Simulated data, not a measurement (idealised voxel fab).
Herein follows the process module entitled voxel fin reveal.
For reference, the cross-section in this document is cut, with width 220 nm and square cells of 5 nm.
Cross-section = grid of square cells, listed top down in bands; band = one or more rows. Band: top height; bottom height; in nm. Then, left to right: material with width in nm, for each material. "edge to edge": a single material spanning edge to edge. "air": empty space. Heights are reckoned from 0. Under this level, the received wafer is all of one material. The bottommost band is open-ended downward, for example "z 0 and below". Top row gets the first number, bottom row gets the second, and each row in between changes by the same step: that is how a band width like "30 to 40" works. Where the words "identical to before" appear for a step, the cross-section shows no cell changed by that step; every cell remained as before. Each empty space that has no open way to the top and spans at least 8 cells appears under "Closed internal cavities" as width x height at distance, the distance counted from the left edge, all in nm. Formally, on a step line, whatever follows the settings is a remark that the simulator itself makes on the step. What "overlay nm" on a step's line means: if the step has a mask, that mask lay this far to the right of its planned place, or, when the value is negative, to the left.
So here's the lineup of process steps we planned
1 RECEIVE,material Si
2 CONFORMAL_DEP,material SiN,thk nm 10
3 PATTERN,tone cover,mask id FINS,material resist,width nm 15,pitch nm 35,thk nm 20,overlay nm 0
4 DIRECTIONAL_ETCH,etch materials SiN,depth nm 10
5 DIRECTIONAL_ETCH,etch materials Si,depth nm 30
6 STRIP,etch materials resist
7 FILL_DEP,material SiO2,thk nm 15
8 CMP,height nm 10
9 SELECTIVE_ETCH,etch materials SiO2,depth nm 25
10 STRIP,etch materials SiN
The cross-section here shows the wafer as received, i.e. in its state after step 1
    z 0 and below = Si edge to edge
    Closed internal cavities: none
Starting structure and process plan are as shown above, but one mistake was made in running the module; the wafer cross-section at the end of the module follows
    z 0 to -30 = SiO2=85 | Si=15 | SiO2=20 | Si=15 | SiO2=85
    z -30 and below = Si edge to edge
    Closed internal cavities: none
What was done differently from what was planned? skipped: plan step 8 (never run)
